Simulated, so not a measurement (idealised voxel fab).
process module | voxel released beams
cross-section cut | 235 nm wide | cells 5 nm
A cross-section is a grid of square cells, given in bands from the top down. A band is one or more rows of cells.
Each band's line starts with the height of the band's top and of its bottom, in nm. Then come its materials from left to right, each with its width in nm. One material with "throughout" fills the band from edge to edge. "air" is empty space.
Height 0 is the level under which the wafer as received is all one material. The lowest band goes on downwards, as in "0 down".
A width such as "30 to 40" changes by the same amount from each row of cells to the next, from the band's top row to its bottom row.
"no change" after a step means that no cell of the cross-section changed.
closed voids: empty space of 8 cells or more with no open way to the top, each as width x height at its distance from the left edge, in nm
after a step's settings: what the simulator itself notes on the step
overlay nm, on a step with a mask: how far to the right of its planned place the mask lay; to the left if negative
plan
1 op RECEIVE | material Si
2 op CONFORMAL_DEP | material Al2O3 | thk nm 5
3 op DIRECTIONAL_DEP | material SiO2 | thk nm 10
4 op DIRECTIONAL_DEP | material aC | thk nm 10
5 op PATTERN | tone open | mask id ANCHOR | material resist | width nm 35 | thk nm 30 | overlay nm 0
6 op DIRECTIONAL_ETCH | etch materials aC | depth nm 10
7 op STRIP | etch materials resist
8 op DIRECTIONAL_ETCH | etch materials SiO2 | depth nm 10
9 op STRIP | etch materials aC
10 op CONFORMAL_DEP | material SiN | thk nm 15
11 op PATTERN | tone cover | mask id BEAM | material resist | width nm 120 | thk nm 15 | overlay nm 0
12 op DIRECTIONAL_ETCH | etch materials SiN | depth nm 15
13 op STRIP | etch materials resist
14 op STRIP | etch materials SiO2
as received, after step 1
  0 down: Si throughout
  closed voids: none
first wafer at the end, as planned
  30 to 20: air 55 | SiN 20 | air 5 | SiN 95 | air 60
  20 to 15: air 55 | SiN 120 | air 60
  15 to 5: air 60 | SiN 35 | air 140
  5 to 0: Al2O3 throughout
  0 down: Si throughout
  closed voids: none
second wafer at the end: like start, like plan, one mistake
  25 to 15: air 55 | SiN 15 | air 15 | SiN 90 | air 60
  15 to 5: air 60 | SiN 35 | air 140
  5 to 0: Al2O3 throughout
  0 down: Si throughout
  closed voids: none
what went wrong: step 10 ran as: op CONFORMAL_DEP | material SiN | thk nm 10
at the end the second wafer has, in cells: 28 fewer of SiN
